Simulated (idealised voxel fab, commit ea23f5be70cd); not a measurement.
The following is a process module called voxel gate over fins.
It is cross-section cut that appears here, measuring 250 nm in width, its square cells being 5 nm in size.
If you're reading a cross-section in this doc, picture square cells in a grid; it comes to you as bands, top ones listed first down to the bottom, and a band can be one or more rows of cells. Read a band's entry like this: the first values are the height of its top and the height of its bottom in nm, and what follows is the sequence of materials from left to right, each with its width in nm. Note that "empty" is empty space, and that a single material marked "throughout" reaches across the band from edge to edge. Beneath 0, the wafer as received is one material, and that level is where height counting begins. The lowest band goes on downward without a bottom; it is written like "0 and below". A two-number width, for instance "30 to 40", indicates that the width is equal to the first number in the top row of the band and to the second number in the bottom row, and that it changes by a constant amount per row of cells. Where the words "nothing got changed" appear for a step, the cross-section shows no cell changed by that step; every cell remained as before. So "Closed void inventory" is basically the list of trapped voids: any empty space of 8 cells or more that can't reach the top through an opening. They're written width x height at distance, the distance being from the left edge, and it's all nm. Heads up: the bit after the settings on a step's line is the simulator's remark on that step. When a step includes a mask, the "overlay nm" setting on its line states how far to the right of its planned place that mask lay, and negative values state how far to the left.
Steps in the process plan:
- 1: RECEIVE,material Si
- 2: CONFORMAL_DEP,material SiN,thk nm 10
- 3: DIRECTIONAL_DEP,material aC,thk nm 15
- 4: PATTERN,tone cover,mask id FINS,material resist,width nm 15,pitch nm 35,thk nm 35,overlay nm 0
- 5: DIRECTIONAL_ETCH,etch materials aC,depth nm 15
- 6: STRIP,etch materials resist
- 7: DIRECTIONAL_ETCH,etch materials SiN,depth nm 10
- 8: DIRECTIONAL_ETCH,etch materials Si,depth nm 30
- 9: STRIP,etch materials aC
- 10: OXIDIZE,depth nm 5
- 11: FILL_DEP,material SiO2,thk nm 5
- 12: CMP,height nm 10
- 13: SELECTIVE_ETCH,etch materials SiO2,depth nm 25
- 14: STRIP,etch materials SiN
- 15: CONFORMAL_DEP,material HfO2,thk nm 5
- 16: CONFORMAL_DEP,material TiN,thk nm 5
- 17: FILL_DEP,material W,thk nm 15
- 18: CMP,height nm 20
- 19: CONFORMAL_DEP,material SiCN,thk nm 5
So this is the incoming wafer in cross-section - it's already been through step 1:
	0 and below: Si throughout
	Closed void inventory: none
Module complete - cross-section of the first of two wafers, run according to plan:
	25 down to 20: SiCN throughout
	20 down to 10: W throughout
	10 down to 5: W 95; TiN 25; W 10; TiN 25; W 95
	5 down to 0: W 95; TiN 5; HfO2 15; TiN 5; W 10; TiN 5; HfO2 15; TiN 5; W 95
	0 down to -5: W 95; TiN 5; HfO2 5; Si 5; HfO2 5; TiN 5; W 10; TiN 5; HfO2 5; Si 5; HfO2 5; TiN 5; W 95
	-5 down to -10: TiN 100; HfO2 5; Si 5; HfO2 5; TiN 20; HfO2 5; Si 5; HfO2 5; TiN 100
	-10 down to -15: HfO2 105; Si 5; HfO2 30; Si 5; HfO2 105
	-15 down to -35: SiO2 105; Si 5; SiO2 30; Si 5; SiO2 105
	-35 and below: Si throughout
	Closed void inventory: none
Module end: cross-section of wafer two of two. Same start and process plan as the first wafer. One mistake during execution:
	25 down to 20: SiCN throughout
	20 down to 10: W throughout
	10 down to 5: W 95; TiN 25; W 10; TiN 25; W 95
	5 down to 0: W 95; TiN 5; HfO2 15; TiN 5; W 10; TiN 5; HfO2 15; TiN 5; W 95
	0 down to -5: W 95; TiN 5; HfO2 5; Si 5; HfO2 5; TiN 5; W 10; TiN 5; HfO2 5; Si 5; HfO2 5; TiN 5; W 95
	-5 down to -10: TiN 100; HfO2 5; Si 5; HfO2 5; TiN 20; HfO2 5; Si 5; HfO2 5; TiN 100
	-10 down to -15: HfO2 105; Si 5; HfO2 30; Si 5; HfO2 105
	-15 down to -25: SiO2 105; Si 5; SiO2 30; Si 5; SiO2 105
	-25 and below: Si throughout
	Closed void inventory: none
Here's what went sideways: it should be noted that step 8 was executed with settings other than those planned, the operation and settings actually applied being DIRECTIONAL_ETCH,etch materials Si,depth nm 20
It is noted that, at the conclusion of processing, the second wafer exhibits a higher or lower cell count for certain materials relative to the first: +96 Si | -96 SiO2
